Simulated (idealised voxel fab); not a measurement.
Proc. module: voxel tone inversion
Each square cell in cross-section cut measures 5 nm, and the section as a whole is 165 nm wide.
A cross-section in this document is a grid of square cells, and it is written down as bands, the top band listed before the ones below it; a band is made up of one or more rows of cells. Heads up on the band format: heights come first, top then bottom, in nm. After that it's the materials left to right, each with its width in nm. A single material flagged "edge to edge" fills the whole band edge to edge, and "empty" means there's empty space there. Ref level 0: as-received wafer is one material below here. Bottom band extends down with no lower bound ("from 0 down"). The expression "30->40" gives the width at the extremes of the band, the first number at its top row of cells and the second at its bottom row, with the width changing by equal amounts from each row to the next in between. Basically "same as before" means that step didn't change any cell in the cross-section. "Enclosed void listing" enumerates empty spaces isolated from the top, with no open way to it, that contain at least 8 cells, giving each as width x height at distance from the left edge, all three in nm. The remark found on a step's line after its settings is issued by the simulator itself and pertains to that step. On any step carrying a mask, the "overlay nm" setting, if present on the step's line, tells how far right of its planned place the mask lay; negative values point to the left.
So here's the lineup of process steps we planned
| 1 | RECEIVE | material Si |
| 2 | CONFORMAL_DEP | material SiCN | thk nm 5 |
| 3 | DIRECTIONAL_DEP | material polySi | thk nm 15 |
| 4 | PATTERN | tone cover | mask id POSTS | material resist | width nm 15 | pitch nm 40 | thk nm 20 | overlay nm 0 |
| 5 | DIRECTIONAL_ETCH | etch materials polySi | depth nm 15 |
| 6 | STRIP | etch materials resist |
| 7 | FILL_DEP | material SiO2 | thk nm 5 |
| 8 | CMP | height nm 20 |
| 9 | STRIP | etch materials polySi |
Incoming wafer in cross-section (state: after step 1)
  from 0 down  Si edge to edge
  Enclosed void listing: none
Here's the wafer cut in cross-section after the module, started and planned just like above, except one thing was done wrong in the run
  from 10 to 5  55 of SiO2, then 15 of empty, then 25 of SiO2, then 15 of empty, then 55 of SiO2
  from 5 to 0  SiCN edge to edge
  from 0 down  Si edge to edge
  Enclosed void listing: none
What was done differently from what was planned? step 8: run off-plan, actual operation and settings CMP | height nm 10
